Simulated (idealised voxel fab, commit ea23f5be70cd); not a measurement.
process module | voxel plated lines
cross-section cut | 265 nm wide | cells 5 nm
A cross-section is a grid of square cells, given in bands from the top down. A band is one or more rows of cells.
Each band's line starts with the height of the band's top and of its bottom, in nm. Then come its materials from left to right, each with its width in nm. One material with "throughout" fills the band from edge to edge. "air" is empty space.
Height 0 is the level under which the wafer as received is all one material. The lowest band goes on downwards, as in "0 down".
A width such as "30 to 40" changes by the same amount from each row of cells to the next, from the band's top row to its bottom row.
"no change" after a step means that no cell of the cross-section changed.
closed voids: empty space of 8 cells or more with no open way to the top, each as width x height at its distance from the left edge, in nm
after a step's settings: what the simulator itself notes on the step
overlay nm, on a step with a mask: how far to the right of its planned place the mask lay; to the left if negative
plan
1 op RECEIVE | material Si
2 op CONFORMAL_DEP | material Al2O3 | thk nm 10
3 op DIRECTIONAL_DEP | material TiN | thk nm 5
4 op PATTERN | tone open | mask id LINES | material resist | width nm 25 | pitch nm 45 | thk nm 20 | overlay nm 0
5 op EPI | material Ru | thk nm 5
6 op STRIP | etch materials resist
7 op DIRECTIONAL_ETCH | etch materials TiN | depth nm 5
8 op CONFORMAL_DEP | material SiCN | thk nm 10
first wafer, as planned
as received, after step 1
  0 down: Si throughout
  closed voids: none
after step 2
  10 to 0: Al2O3 throughout
  below 0: unchanged
after step 3
  15 to 10: TiN throughout
  below 10: unchanged
after step 4
  35 to 15: resist 95 | air 25 | resist 20 | air 25 | resist 100
  below 15: unchanged
after step 5
  35 to 20: resist 95 | air 25 | resist 20 | air 25 | resist 100
  20 to 15: resist 95 | Ru 25 | resist 20 | Ru 25 | resist 100
  below 15: unchanged
after step 6
  20 to 15: air 95 | Ru 25 | air 20 | Ru 25 | air 100
  below 15: unchanged
after step 7
  20 to 15: air 95 | Ru 25 | air 20 | Ru 25 | air 100
  15 to 10: air 95 | TiN 25 | air 20 | TiN 25 | air 100
  below 10: unchanged
after step 8
  30 to 20: air 85 | SiCN 90 | air 90
  20 to 15: SiCN 95 | Ru 25 | SiCN 20 | Ru 25 | SiCN 100
  15 to 10: SiCN 95 | TiN 25 | SiCN 20 | TiN 25 | SiCN 100
  below 10: unchanged
second wafer: like start, like plan, one mistake. Through step 1 it matches the first wafer
when step 2 should have ended
  15 to 0: Al2O3 throughout
  below 0: unchanged
when step 3 should have ended
  20 to 15: TiN throughout
  below 15: unchanged
when step 4 should have ended
  40 to 20: resist 95 | air 25 | resist 20 | air 25 | resist 100
  below 20: unchanged
when step 5 should have ended
  40 to 25: resist 95 | air 25 | resist 20 | air 25 | resist 100
  25 to 20: resist 95 | Ru 25 | resist 20 | Ru 25 | resist 100
  below 20: unchanged
when step 6 should have ended
  25 to 20: air 95 | Ru 25 | air 20 | Ru 25 | air 100
  below 20: unchanged
when step 7 should have ended
  25 to 20: air 95 | Ru 25 | air 20 | Ru 25 | air 100
  20 to 15: air 95 | TiN 25 | air 20 | TiN 25 | air 100
  below 15: unchanged
when step 8 should have ended
  35 to 25: air 85 | SiCN 90 | air 90
  25 to 20: SiCN 95 | Ru 25 | SiCN 20 | Ru 25 | SiCN 100
  20 to 15: SiCN 95 | TiN 25 | SiCN 20 | TiN 25 | SiCN 100
  below 15: unchanged
what went wrong: step 2 ran as: op CONFORMAL_DEP | material Al2O3 | thk nm 15
at the end the second wafer has, in cells: 53 more of Al2O3
